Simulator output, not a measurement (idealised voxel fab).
Process module in this document: voxel quadruple lines
Displayed cross-section: cut, width of 260 nm, square cells sized 5 nm.
In this document a cross-section is written as a grid of square cells. It is given as a series of bands, listed from the top down, and a band is one or more rows of cells.
Look at the band entry: it leads with the top's height and the bottom's height in nm. Then it lists the materials left to right, with a width in nm for each. The word "all across" on a single material says that material fills the band edge to edge. The word "empty" is empty space.
Heights are reckoned from 0. Under this level, the received wafer is all of one material. The bottommost band is open-ended downward, for example "0 down".
The expression "30..40" gives the width at the extremes of the band, the first number at its top row of cells and the second at its bottom row, with the width changing by equal amounts from each row to the next in between.
You'll sometimes find "nothing altered" written for a step, and that's the way of saying that nowhere in the cross-section did a cell change during that step.
The entry titled "Sealed void list" provides the empty spaces that have no open way to the top, restricted to those of 8 cells or more. Each is presented as width x height at distance, the distance being measured from the left edge, with all three in nm.
Whatever follows a step's settings on its line is a remark the simulator itself makes about that step.
You can add "overlay nm" to a step's line. For a step with a mask, it describes how far the mask lay to the right of its planned position, and a negative number describes a lay to the left.
Below is the list of planned process steps:
1,RECEIVE,material Si
2,CONFORMAL_DEP,material SiO2,thk nm 10
3,DIRECTIONAL_DEP,material Ru,thk nm 10
4,DIRECTIONAL_DEP,material polySi,thk nm 20
5,DIRECTIONAL_DEP,material aC,thk nm 20
6,PATTERN,tone cover,mask id MANDREL,material resist,width nm 35,pitch nm 100,thk nm 30,overlay nm 0
7,DIRECTIONAL_ETCH,etch materials aC,depth nm 20
8,STRIP,etch materials resist
9,CONFORMAL_DEP,material SiO2,thk nm 15
10,DIRECTIONAL_ETCH,etch materials SiO2,depth nm 15
11,STRIP,etch materials aC
12,DIRECTIONAL_ETCH,etch materials polySi,depth nm 20
13,STRIP,etch materials SiO2
14,CONFORMAL_DEP,material SiCN,thk nm 10
15,DIRECTIONAL_ETCH,etch materials SiCN,depth nm 10
16,STRIP,etch materials polySi
17,DIRECTIONAL_ETCH,etch materials Ru,depth nm 10
18,STRIP,etch materials SiCN
19,FILL_DEP,material lowk,thk nm 5
20,CMP,height nm 20
The first of the two wafers, which ran as planned:
As received, after step 1:
* 0 down | Si all across
* Sealed void list: none
Cross-section: wafer state after step 2:
* 10 to 0 | SiO2 all across
* Below a height of 0, the structure has not been altered.
Cross-section: wafer state after step 3:
* 20 to 10 | Ru all across
* Below a height of 10, the structure has not been altered.
Cross-section: wafer state after step 4:
* 40 to 20 | polySi all across
* Below a height of 20, the structure has not been altered.
Cross-section: wafer state after step 5:
* 60 to 40 | aC all across
* Below a height of 40, the structure has not been altered.
Cross-section: wafer state after step 6:
* 90 to 60 | 60 empty  35 resist  65 empty  35 resist  65 empty
* Below a height of 60, the structure has not been altered.
Cross-section: wafer state after step 7:
* 70 to 60 | 60 empty  35 resist  65 empty  35 resist  65 empty
* 60 to 40 | 60 empty  35 aC  65 empty  35 aC  65 empty
* Below a height of 40, the structure has not been altered.
Cross-section: wafer state after step 8:
* 60 to 40 | 60 empty  35 aC  65 empty  35 aC  65 empty
* Below a height of 40, the structure has not been altered.
Cross-section: wafer state after step 9:
* 75 to 60 | 45 empty  65 SiO2  35 empty  65 SiO2  50 empty
* 60 to 55 | 45 empty  15 SiO2  35 aC  15 SiO2  35 empty  15 SiO2  35 aC  15 SiO2  50 empty
* 55 to 40 | 60 SiO2  35 aC  65 SiO2  35 aC  65 SiO2
* Below a height of 40, the structure has not been altered.
Cross-section: wafer state after step 10:
* 60 to 40 | 45 empty  15 SiO2  35 aC  15 SiO2  35 empty  15 SiO2  35 aC  15 SiO2  50 empty
* Below a height of 40, the structure has not been altered.
Cross-section: wafer state after step 11:
* 60 to 40 | 45 empty  15 SiO2  35 empty  15 SiO2  35 empty  15 SiO2  35 empty  15 SiO2  50 empty
* Below a height of 40, the structure has not been altered.
Cross-section: wafer state after step 12:
* 60 to 40 | 45 empty  15 SiO2  35 empty  15 SiO2  35 empty  15 SiO2  35 empty  15 SiO2  50 empty
* 40 to 20 | 45 empty  15 polySi  35 empty  15 polySi  35 empty  15 polySi  35 empty  15 polySi  50 empty
* Below a height of 20, the structure has not been altered.
Cross-section: wafer state after step 13:
* 40 to 20 | 45 empty  15 polySi  35 empty  15 polySi  35 empty  15 polySi  35 empty  15 polySi  50 empty
* Below a height of 20, the structure has not been altered.
Cross-section: wafer state after step 14:
* 50 to 40 | 35 empty  35 SiCN  15 empty  35 SiCN  15 empty  35 SiCN  15 empty  35 SiCN  40 empty
* 40 to 30 | 35 empty  10 SiCN  15 polySi  10 SiCN  15 empty  10 SiCN  15 polySi  10 SiCN  15 empty  10 SiCN  15 polySi  10 SiCN  15 empty  10 SiCN  15 polySi  10 SiCN  40 empty
* 30 to 20 | 45 SiCN  15 polySi  35 SiCN  15 polySi  35 SiCN  15 polySi  35 SiCN  15 polySi  50 SiCN
* Below a height of 20, the structure has not been altered.
Cross-section: wafer state after step 15:
* 40 to 20 | 35 empty  10 SiCN  15 polySi  10 SiCN  15 empty  10 SiCN  15 polySi  10 SiCN  15 empty  10 SiCN  15 polySi  10 SiCN  15 empty  10 SiCN  15 polySi  10 SiCN  40 empty
* Below a height of 20, the structure has not been altered.
Cross-section: wafer state after step 16:
* 40 to 20 | 35 empty  10 SiCN  15 empty  10 SiCN  15 empty  10 SiCN  15 empty  10 SiCN  15 empty  10 SiCN  15 empty  10 SiCN  15 empty  10 SiCN  15 empty  10 SiCN  40 empty
* Below a height of 20, the structure has not been altered.
Cross-section: wafer state after step 17:
* 40 to 20 | 35 empty  10 SiCN  15 empty  10 SiCN  15 empty  10 SiCN  15 empty  10 SiCN  15 empty  10 SiCN  15 empty  10 SiCN  15 empty  10 SiCN  15 empty  10 SiCN  40 empty
* 20 to 10 | 35 empty  10 Ru  15 empty  10 Ru  15 empty  10 Ru  15 empty  10 Ru  15 empty  10 Ru  15 empty  10 Ru  15 empty  10 Ru  15 empty  10 Ru  40 empty
* Below a height of 10, the structure has not been altered.
Cross-section: wafer state after step 18:
* 20 to 10 | 35 empty  10 Ru  15 empty  10 Ru  15 empty  10 Ru  15 empty  10 Ru  15 empty  10 Ru  15 empty  10 Ru  15 empty  10 Ru  15 empty  10 Ru  40 empty
* Below a height of 10, the structure has not been altered.
Cross-section: wafer state after step 19:
* 25 to 20 | lowk all across
* 20 to 10 | 35 lowk  10 Ru  15 lowk  10 Ru  15 lowk  10 Ru  15 lowk  10 Ru  15 lowk  10 Ru  15 lowk  10 Ru  15 lowk  10 Ru  15 lowk  10 Ru  40 lowk
* Below a height of 10, the structure has not been altered.
Cross-section: wafer state after step 20:
* 20 to 10 | 35 lowk  10 Ru  15 lowk  10 Ru  15 lowk  10 Ru  15 lowk  10 Ru  15 lowk  10 Ru  15 lowk  10 Ru  15 lowk  10 Ru  15 lowk  10 Ru  40 lowk
* Below a height of 10, the structure has not been altered.
What follows concerns the second wafer, which started out like the first and was meant to follow the very same plan; one mistake crept in when it was run, but everything up to and including step 8 is the same as for the first wafer:
Look at the second wafer in cross-section at the time step 9 ought to have finished:
* 70 to 60 | 50 empty  55 SiO2  45 empty  55 SiO2  55 empty
* 60 to 50 | 50 empty  10 SiO2  35 aC  10 SiO2  45 empty  10 SiO2  35 aC  10 SiO2  55 empty
* 50 to 40 | 60 SiO2  35 aC  65 SiO2  35 aC  65 SiO2
* Below a height of 40, the structure has not been altered.
Look at the second wafer in cross-section at the time step 10 ought to have finished:
* 60 to 55 | 60 empty  35 aC  65 empty  35 aC  65 empty
* 55 to 40 | 50 empty  10 SiO2  35 aC  10 SiO2  45 empty  10 SiO2  35 aC  10 SiO2  55 empty
* Below a height of 40, the structure has not been altered.
Look at the second wafer in cross-section at the time step 11 ought to have finished:
* 55 to 40 | 50 empty  10 SiO2  35 empty  10 SiO2  45 empty  10 SiO2  35 empty  10 SiO2  55 empty
* Below a height of 40, the structure has not been altered.
Look at the second wafer in cross-section at the time step 12 ought to have finished:
* 55 to 40 | 50 empty  10 SiO2  35 empty  10 SiO2  45 empty  10 SiO2  35 empty  10 SiO2  55 empty
* 40 to 20 | 50 empty  10 polySi  35 empty  10 polySi  45 empty  10 polySi  35 empty  10 polySi  55 empty
* Below a height of 20, the structure has not been altered.
Look at the second wafer in cross-section at the time step 13 ought to have finished:
* 40 to 20 | 50 empty  10 polySi  35 empty  10 polySi  45 empty  10 polySi  35 empty  10 polySi  55 empty
* Below a height of 20, the structure has not been altered.
Look at the second wafer in cross-section at the time step 14 ought to have finished:
* 50 to 40 | 40 empty  30 SiCN  15 empty  30 SiCN  25 empty  30 SiCN  15 empty  30 SiCN  45 empty
* 40 to 30 | 40 empty  10 SiCN  10 polySi  10 SiCN  15 empty  10 SiCN  10 polySi  10 SiCN  25 empty  10 SiCN  10 polySi  10 SiCN  15 empty  10 SiCN  10 polySi  10 SiCN  45 empty
* 30 to 20 | 50 SiCN  10 polySi  35 SiCN  10 polySi  45 SiCN  10 polySi  35 SiCN  10 polySi  55 SiCN
* Below a height of 20, the structure has not been altered.
Look at the second wafer in cross-section at the time step 15 ought to have finished:
* 40 to 20 | 40 empty  10 SiCN  10 polySi  10 SiCN  15 empty  10 SiCN  10 polySi  10 SiCN  25 empty  10 SiCN  10 polySi  10 SiCN  15 empty  10 SiCN  10 polySi  10 SiCN  45 empty
* Below a height of 20, the structure has not been altered.
Look at the second wafer in cross-section at the time step 16 ought to have finished:
* 40 to 20 | 40 empty  10 SiCN  10 empty  10 SiCN  15 empty  10 SiCN  10 empty  10 SiCN  25 empty  10 SiCN  10 empty  10 SiCN  15 empty  10 SiCN  10 empty  10 SiCN  45 empty
* Below a height of 20, the structure has not been altered.
Look at the second wafer in cross-section at the time step 17 ought to have finished:
* 40 to 20 | 40 empty  10 SiCN  10 empty  10 SiCN  15 empty  10 SiCN  10 empty  10 SiCN  25 empty  10 SiCN  10 empty  10 SiCN  15 empty  10 SiCN  10 empty  10 SiCN  45 empty
* 20 to 10 | 40 empty  10 Ru  10 empty  10 Ru  15 empty  10 Ru  10 empty  10 Ru  25 empty  10 Ru  10 empty  10 Ru  15 empty  10 Ru  10 empty  10 Ru  45 empty
* Below a height of 10, the structure has not been altered.
Look at the second wafer in cross-section at the time step 18 ought to have finished:
* 20 to 10 | 40 empty  10 Ru  10 empty  10 Ru  15 empty  10 Ru  10 empty  10 Ru  25 empty  10 Ru  10 empty  10 Ru  15 empty  10 Ru  10 empty  10 Ru  45 empty
* Below a height of 10, the structure has not been altered.
Look at the second wafer in cross-section at the time step 19 ought to have finished:
* 25 to 20 | lowk all across
* 20 to 10 | 40 lowk  10 Ru  10 lowk  10 Ru  15 lowk  10 Ru  10 lowk  10 Ru  25 lowk  10 Ru  10 lowk  10 Ru  15 lowk  10 Ru  10 lowk  10 Ru  45 lowk
* Below a height of 10, the structure has not been altered.
Look at the second wafer in cross-section at the time step 20 ought to have finished:
* 20 to 10 | 40 lowk  10 Ru  10 lowk  10 Ru  15 lowk  10 Ru  10 lowk  10 Ru  25 lowk  10 Ru  10 lowk  10 Ru  15 lowk  10 Ru  10 lowk  10 Ru  45 lowk
* Below a height of 10, the structure has not been altered.
Processing error: contrary to plan, step 9 was performed as CONFORMAL_DEP,material SiO2,thk nm 10
At the end, each material covers as many cells on the second wafer as it does on the first, though the cells it covers are elsewhere.
